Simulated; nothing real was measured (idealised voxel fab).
The process module that follows is named voxel wiring stack.
Square cells of 5 nm make up the cross-section cut, whose width is 205 nm.
The cross-sections in this document take the form of a grid made of square cells. They are written out as bands, in order from top to bottom. Each band consists of one or more rows of cells.
Top height, bottom height, nm. Materials left to right, width each, nm. Single material + "throughout" = fills band edge to edge. "empty" = empty.
The level at which height equals 0 is the one under which the wafer, as it arrives, is entirely one material. No lower edge exists for the bottom band, which continues downward and is notated as in "0 nm and below".
You'd read "30->40" like this: the band's top row of cells is as wide as the first number, its bottom row is as wide as the second, and going down, every row changes width by the same amount as the row before did.
"identical to before" (step): cross-section cells unchanged, all of them.
The label "Closed voids list" introduces a list of the empty spaces, 8 cells or larger, that have no open way up to the top; each entry in it reads width x height at distance, where the distance is taken from the left edge and all three are stated in nm.
Text after the settings on a step's line: the simulator's own remark on that step.
overlay nm: how far to the right of its planned place the mask lay on this masked step (negative: to the left).
-- Intended process steps
1. RECEIVE, material Si
2. CONFORMAL_DEP, material SiO2, thk nm 15
3. CONFORMAL_DEP, material SiCN, thk nm 5
4. DIRECTIONAL_DEP, material lowk, thk nm 25
5. DIRECTIONAL_DEP, material aC, thk nm 10
6. PATTERN, tone open, mask id METAL_1, material resist, width nm 25, pitch nm 50, thk nm 30, overlay nm 0
7. DIRECTIONAL_ETCH, etch materials aC, depth nm 10
8. STRIP, etch materials resist
9. DIRECTIONAL_ETCH, etch materials lowk, depth nm 25
10. DIRECTIONAL_ETCH, etch materials SiCN, depth nm 5
11. STRIP, etch materials aC
12. CONFORMAL_DEP, material TiN, thk nm 5
13. FILL_DEP, material Cu, thk nm 10
14. CMP, height nm 45
15. CONFORMAL_DEP, material SiCN, thk nm 5
16. DIRECTIONAL_DEP, material lowk, thk nm 15
17. DIRECTIONAL_DEP, material aC, thk nm 15
18. PATTERN, tone open, mask id PLUG_1, material resist, width nm 15, pitch nm 50, thk nm 30, overlay nm 0
19. DIRECTIONAL_ETCH, etch materials aC, depth nm 15
20. STRIP, etch materials resist
21. DIRECTIONAL_ETCH, etch materials lowk, depth nm 15
22. DIRECTIONAL_ETCH, etch materials SiCN, depth nm 5
23. STRIP, etch materials aC
24. CONFORMAL_DEP, material TiN, thk nm 5
25. FILL_DEP, material Ru, thk nm 5
26. CMP, height nm 65
27. DIRECTIONAL_DEP, material TiN, thk nm 5
28. DIRECTIONAL_DEP, material W, thk nm 20
29. MASKED_ETCH, tone cover, mask id METAL_2, width nm 25, pitch nm 50, etch materials W, depth nm 20, overlay nm 0
30. MASKED_ETCH, tone cover, mask id METAL_2, width nm 25, pitch nm 50, etch materials TiN, depth nm 5, overlay nm 0
31. FILL_DEP, material SiO2, thk nm 5
32. CMP, height nm 90
33. CONFORMAL_DEP, material SiN, thk nm 5
-- Cross-section of the wafer as it came to us, i.e., already through step 1
0 nm and below | Si throughout
Closed voids list: none
-- End-of-module cross-section. Starting structure and process plan as above; one mistake made in running it
95 nm to 90 nm | SiN throughout
90 nm to 70 nm | SiO2=40, then W=25, then SiO2=25, then W=25, then SiO2=25, then W=25, then SiO2=40
70 nm to 65 nm | SiO2=40, then TiN=25, then SiO2=25, then TiN=25, then SiO2=25, then TiN=25, then SiO2=40
65 nm to 50 nm | lowk=40, then TiN=5, then Ru=5, then TiN=5, then lowk=35, then TiN=5, then Ru=5, then TiN=5, then lowk=35, then TiN=5, then Ru=5, then TiN=5, then lowk=50
50 nm to 45 nm | SiCN=40, then TiN=15, then SiCN=35, then TiN=15, then SiCN=35, then TiN=15, then SiCN=50
45 nm to 40 nm | TiN=45, then Cu=15, then TiN=35, then Cu=15, then TiN=35, then Cu=15, then TiN=45
40 nm to 20 nm | lowk=40, then TiN=5, then Cu=15, then TiN=5, then lowk=25, then TiN=5, then Cu=15, then TiN=5, then lowk=25, then TiN=5, then Cu=15, then TiN=5, then lowk=40
20 nm to 15 nm | lowk=40, then TiN=25, then lowk=25, then TiN=25, then lowk=25, then TiN=25, then lowk=40
15 nm to 0 nm | SiO2 throughout
0 nm and below | Si throughout
Closed voids list: none
Deviation from plan: plan step 3 skipped
